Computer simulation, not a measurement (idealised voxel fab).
voxel double patterning: a process module
Displayed cross-section: cut, width of 260 nm, square cells sized 5 nm.
Notation: cross-section as square-cell grid; stated in bands, top first, going down; one or more cell rows per band. Within each band entry, the heights of the top and of the bottom of the band appear first, in that order and in nm; the materials of the band then follow from left to right, each with its corresponding width in nm. The designation "all across" on a single material indicates that it fills the band from edge to edge; the designation "blank" indicates empty space. A quick word on heights: they are counted from 0, and under that level the wafer as it came to us is one material throughout. The lowest band is different from the rest in having no bottom; it simply continues downward, written as in "0 and below". Quick explanation for "30..40": the width changes in equal steps down the rows of cells, from the first number in the band's top row to the second number in its bottom row. "no alteration" (step): cross-section cells unchanged, all of them. "Enclosed void entries" means: voids of 8 cells or more that are shut off from the top with no open way through. Written width x height at distance, distance from the left edge, in nm. Heads up: the bit after the settings on a step's line is the simulator's remark on that step. What "overlay nm" on a step's line means: if the step has a mask, that mask lay this far to the right of its planned place, or, when the value is negative, to the left.

Steps in the process plan:
- 1: op RECEIVE | material Si
- 2: op CONFORMAL_DEP | material SiO2 | thk nm 5
- 3: op DIRECTIONAL_DEP | material TiN | thk nm 20
- 4: op DIRECTIONAL_DEP | material SiCN | thk nm 10
- 5: op DIRECTIONAL_DEP | material aC | thk nm 15
- 6: op PATTERN | tone open | mask id FIRST | material resist | width nm 15 | pitch nm 50 | thk nm 30 | overlay nm 0
- 7: op DIRECTIONAL_ETCH | etch materials aC | depth nm 15
- 8: op STRIP | etch materials resist
- 9: op DIRECTIONAL_ETCH | etch materials SiCN | depth nm 10
- 10: op STRIP | etch materials aC
- 11: op MASKED_ETCH | tone open | mask id SECOND | width nm 15 | etch materials SiCN | depth nm 10 | overlay nm 0
- 12: op DIRECTIONAL_ETCH | etch materials TiN | depth nm 20
- 13: op STRIP | etch materials SiCN

Shown in cross-section is the wafer as received, that is, as it stands after step 1:
0 and below: Si all across
Enclosed void entries: none

Result of the module, cross-sectioned: start per above, plan per above, one error in how it was run:
45 down to 25: TiN (95)  blank (15)  TiN (10)  blank (15)  TiN (10)  blank (15)  TiN (100)
25 down to 5: TiN all across
5 down to 0: SiO2 all across
0 and below: Si all across
Enclosed void entries: none
What broke from the plan during processing? heads up, step 3 of the plan got done twice
